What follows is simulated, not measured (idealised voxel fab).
Title: Process Module voxel trench capacitor
It is cross-section cut that appears here, measuring 300 nm in width, its square cells being 5 nm in size.
A cross-section in this document is a grid of square cells, and it is written down as bands, the top band listed before the ones below it; a band is made up of one or more rows of cells. Band entry format. Leading values: height of top, height of bottom, nm. Remainder: materials in left-to-right order, each with its width in nm. Special words: "throughout" on a single material, which then fills the band edge to edge; "air", empty space. Ref level 0: as-received wafer is one material below here. Bottom band extends down with no lower bound ("from 0 down"). Think of "30..40" as a width that walks from the first number to the second as you go down the band, top row to bottom row, taking equal-sized steps from row to row. Where the words "nothing got changed" appear for a step, the cross-section shows no cell changed by that step; every cell remained as before. Empty spaces without an open route to the top, at least 8 cells in extent, make up the entry "Listed closed voids"; each is given as width x height at distance, where the distance is measured from the left edge, and all are in nm. Where a step's line continues beyond its settings, the continuation is a remark by the simulator itself on that step. Among the settings permitted on a step's line is "overlay nm"; applied to a step with a mask, it specifies the extent to which the mask lay to the right of its planned position, whereas a negative figure signifies a position to the left.
These are the steps we planned for the process:
1 RECEIVE, material Si
2 CONFORMAL_DEP, material SiN, thk nm 10
3 PATTERN, tone open, mask id TRENCH, material resist, width nm 15, pitch nm 40, thk nm 20, overlay nm 0
4 DIRECTIONAL_ETCH, etch materials SiN, depth nm 10
5 DIRECTIONAL_ETCH, etch materials Si, depth nm 25
6 STRIP, etch materials resist
7 CONFORMAL_DEP, material Al2O3, thk nm 5
8 FILL_DEP, material polySi, thk nm 5
9 CMP, height nm 10
Wafer at receipt (post step 1), cross-section:
- from 0 down | Si throughout
- Listed closed voids: none
Wafer cross-section at end of module: start and plan as shown above, one execution error:
- from 10 to 0 | Al2O3 throughout
- from 0 down | Si throughout
- Listed closed voids: none
Against the plan, the run slipped here: step 2 did not happen as planned, as run it was CONFORMAL_DEP, material Al2O3, thk nm 10
